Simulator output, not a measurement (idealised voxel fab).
process module | voxel capacitor over wiring
cross-section cut | 260 nm wide | cells 5 nm
A cross-section is a grid of square cells, given in bands from the top down. A band is one or more rows of cells.
Each band's line starts with the height of the band's top and of its bottom, in nm. Then come its materials from left to right, each with its width in nm. One material with "throughout" fills the band from edge to edge. "air" is empty space.
Height 0 is the level under which the wafer as received is all one material. The lowest band goes on downwards, as in "0 down".
A width such as "30 to 40" changes by the same amount from each row of cells to the next, from the band's top row to its bottom row.
"no change" after a step means that no cell of the cross-section changed.
closed voids: empty space of 8 cells or more with no open way to the top, each as width x height at its distance from the left edge, in nm
after a step's settings: what the simulator itself notes on the step
overlay nm, on a step with a mask: how far to the right of its planned place the mask lay; to the left if negative
plan
1 op RECEIVE | material Si
2 op CONFORMAL_DEP | material SiO2 | thk nm 15
3 op CONFORMAL_DEP | material SiCN | thk nm 5
4 op DIRECTIONAL_DEP | material lowk | thk nm 25
5 op DIRECTIONAL_DEP | material aC | thk nm 10
6 op PATTERN | tone open | mask id METAL_1 | material resist | width nm 20 | pitch nm 80 | thk nm 30 | overlay nm 0
7 op DIRECTIONAL_ETCH | etch materials aC | depth nm 10
8 op STRIP | etch materials resist
9 op DIRECTIONAL_ETCH | etch materials lowk | depth nm 25
10 op DIRECTIONAL_ETCH | etch materials SiCN | depth nm 5
11 op STRIP | etch materials aC
12 op CONFORMAL_DEP | material TiN | thk nm 5
13 op FILL_DEP | material Ru | thk nm 5
14 op CMP | height nm 45
15 op EPI | material Ru | thk nm 5
16 op FILL_DEP | material SiCN | thk nm 5
17 op DIRECTIONAL_DEP | material SiO2 | thk nm 20
18 op MASKED_ETCH | tone open | mask id PLUG_1 | width nm 15 | etch materials SiO2 | depth nm 20 | overlay nm 0
19 op MASKED_ETCH | tone open | mask id PLUG_1 | width nm 15 | etch materials SiCN | depth nm 5 | overlay nm 0
20 op CONFORMAL_DEP | material TiN | thk nm 5
21 op FILL_DEP | material W | thk nm 10
22 op CMP | height nm 75
23 op DIRECTIONAL_DEP | material TiN | thk nm 5
24 op DIRECTIONAL_DEP | material Al2O3 | thk nm 5
25 op DIRECTIONAL_DEP | material TiN | thk nm 10
26 op PATTERN | tone cover | mask id UPPER_PLATE | material resist | width nm 65 | thk nm 15 | overlay nm 0
27 op DIRECTIONAL_ETCH | etch materials TiN | depth nm 10
28 op DIRECTIONAL_ETCH | etch materials Al2O3 | depth nm 5
29 op STRIP | etch materials resist
30 op PATTERN | tone cover | mask id LOWER_PLATE | material resist | width nm 75 | thk nm 15 | overlay nm 0
31 op DIRECTIONAL_ETCH | etch materials TiN | depth nm 5
32 op STRIP | etch materials resist
33 op FILL_DEP | material SiO2 | thk nm 20
34 op CMP | height nm 110
35 op PATTERN | tone open | mask id PLUG_2 | material resist | width nm 15 | thk nm 15 | overlay nm 0
36 op DIRECTIONAL_ETCH | etch materials SiO2 | depth nm 15
37 op STRIP | etch materials resist
38 op CONFORMAL_DEP | material TiN | thk nm 5
39 op FILL_DEP | material Ru | thk nm 10
40 op CMP | height nm 110
41 op CONFORMAL_DEP | material SiCN | thk nm 5
as received, after step 1
  0 down: Si throughout
  closed voids: none
first wafer at the end, as planned
  115 to 110: SiCN throughout
  110 to 100: SiO2 95 | TiN 5 | Ru 5 | TiN 5 | SiO2 150
  100 to 95: SiO2 95 | TiN 15 | SiO2 150
  95 to 85: SiO2 85 | TiN 65 | SiO2 110
  85 to 80: SiO2 85 | Al2O3 65 | SiO2 110
  80 to 75: SiO2 80 | TiN 75 | SiO2 105
  75 to 55: SiO2 85 | TiN 5 | W 5 | TiN 5 | SiO2 160
  55 to 50: SiCN 85 | TiN 15 | SiCN 160
  50 to 45: SiCN 75 | Ru 30 | SiCN 50 | Ru 30 | SiCN 75
  45 to 20: lowk 80 | TiN 5 | Ru 10 | TiN 5 | lowk 60 | TiN 5 | Ru 10 | TiN 5 | lowk 80
  20 to 15: SiCN 80 | TiN 20 | SiCN 60 | TiN 20 | SiCN 80
  15 to 0: SiO2 throughout
  0 down: Si throughout
  closed voids: none
second wafer at the end: like start, like plan, one mistake
  115 to 110: SiCN throughout
  110 to 100: SiO2 95 | TiN 5 | Ru 5 | TiN 5 | SiO2 150
  100 to 95: SiO2 95 | TiN 15 | SiO2 150
  95 to 85: SiO2 85 | TiN 65 | SiO2 110
  85 to 80: SiO2 85 | Al2O3 65 | SiO2 110
  80 to 75: SiO2 80 | TiN 75 | SiO2 105
  75 to 55: SiO2 85 | TiN 5 | W 5 | TiN 5 | SiO2 160
  55 to 50: SiCN 85 | TiN 15 | SiCN 160
  50 to 45: SiCN 75 | Ru 30 | SiCN 50 | Ru 30 | SiCN 75
  45 to 35: lowk 80 | TiN 5 | Ru 10 | TiN 5 | lowk 60 | TiN 5 | Ru 10 | TiN 5 | lowk 80
  35 to 30: SiCN 80 | TiN 20 | SiCN 60 | TiN 20 | SiCN 80
  30 to 0: SiO2 throughout
  0 down: Si throughout
  closed voids: none
what went wrong: step 2 was run twice
at the end the second wafer has, in cells: 12 fewer of Ru | 156 more of SiO2 | 12 fewer of TiN | 132 fewer of lowk
